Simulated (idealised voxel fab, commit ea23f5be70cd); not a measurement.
process module | voxel released beams
cross-section cut | 210 nm wide | cells 5 nm
A cross-section is a grid of square cells, given in bands from the top down. A band is one or more rows of cells.
Each band's line starts with the height of the band's top and of its bottom, in nm. Then come its materials from left to right, each with its width in nm. One material with "throughout" fills the band from edge to edge. "air" is empty space.
Height 0 is the level under which the wafer as received is all one material. The lowest band goes on downwards, as in "0 down".
A width such as "30 to 40" changes by the same amount from each row of cells to the next, from the band's top row to its bottom row.
"no change" after a step means that no cell of the cross-section changed.
closed voids: empty space of 8 cells or more with no open way to the top, each as width x height at its distance from the left edge, in nm
after a step's settings: what the simulator itself notes on the step
overlay nm, on a step with a mask: how far to the right of its planned place the mask lay; to the left if negative
plan
1 op RECEIVE | material Si
2 op CONFORMAL_DEP | material Al2O3 | thk nm 5
3 op DIRECTIONAL_DEP | material SiO2 | thk nm 20
4 op MASKED_ETCH | tone open | mask id ANCHOR | width nm 40 | etch materials SiO2 | depth nm 20 | overlay nm 0
5 op CONFORMAL_DEP | material W | thk nm 15
6 op PATTERN | tone cover | mask id BEAM | material resist | width nm 105 | thk nm 15 | overlay nm 0
7 op DIRECTIONAL_ETCH | etch materials W | depth nm 15
8 op STRIP | etch materials resist
9 op STRIP | etch materials SiO2
first wafer, as planned
as received, after step 1
  0 down: Si throughout
  closed voids: none
after step 2
  5 to 0: Al2O3 throughout
  below 0: unchanged
after step 3
  25 to 5: SiO2 throughout
  below 5: unchanged
after step 4
  25 to 5: SiO2 55 | air 40 | SiO2 115
  below 5: unchanged
after step 5
  40 to 25: W 70 | air 10 | W 130
  25 to 20: SiO2 55 | W 15 | air 10 | W 15 | SiO2 115
  20 to 5: SiO2 55 | W 40 | SiO2 115
  below 5: unchanged
after step 6
  55 to 40: air 50 | resist 105 | air 55
  40 to 25: W 70 | resist 10 | W 130
  25 to 20: SiO2 55 | W 15 | resist 10 | W 15 | SiO2 115
  below 20: unchanged
after step 7
  55 to 40: air 50 | resist 105 | air 55
  40 to 25: air 50 | W 20 | resist 10 | W 75 | air 55
  below 25: unchanged
after step 8
  40 to 25: air 50 | W 20 | air 10 | W 75 | air 55
  25 to 20: SiO2 55 | W 15 | air 10 | W 15 | SiO2 115
  below 20: unchanged
after step 9
  40 to 25: air 50 | W 20 | air 10 | W 75 | air 55
  25 to 20: air 55 | W 15 | air 10 | W 15 | air 115
  20 to 5: air 55 | W 40 | air 115
  below 5: unchanged
second wafer: like start, like plan, one mistake. Through step 5 it matches the first wafer
when step 6 should have ended
  55 to 40: air 50 | resist 110 | air 50
  40 to 25: W 70 | resist 10 | W 130
  25 to 20: SiO2 55 | W 15 | resist 10 | W 15 | SiO2 115
  below 20: unchanged
when step 7 should have ended
  55 to 40: air 50 | resist 110 | air 50
  40 to 25: air 50 | W 20 | resist 10 | W 80 | air 50
  below 25: unchanged
when step 8 should have ended
  40 to 25: air 50 | W 20 | air 10 | W 80 | air 50
  25 to 20: SiO2 55 | W 15 | air 10 | W 15 | SiO2 115
  below 20: unchanged
when step 9 should have ended
  40 to 25: air 50 | W 20 | air 10 | W 80 | air 50
  25 to 20: air 55 | W 15 | air 10 | W 15 | air 115
  20 to 5: air 55 | W 40 | air 115
  below 5: unchanged
what went wrong: step 6 ran as: op PATTERN | tone cover | mask id BEAM | material resist | width nm 110 | thk nm 15 | overlay nm 0
at the end the second wafer has, in cells: 3 more of W
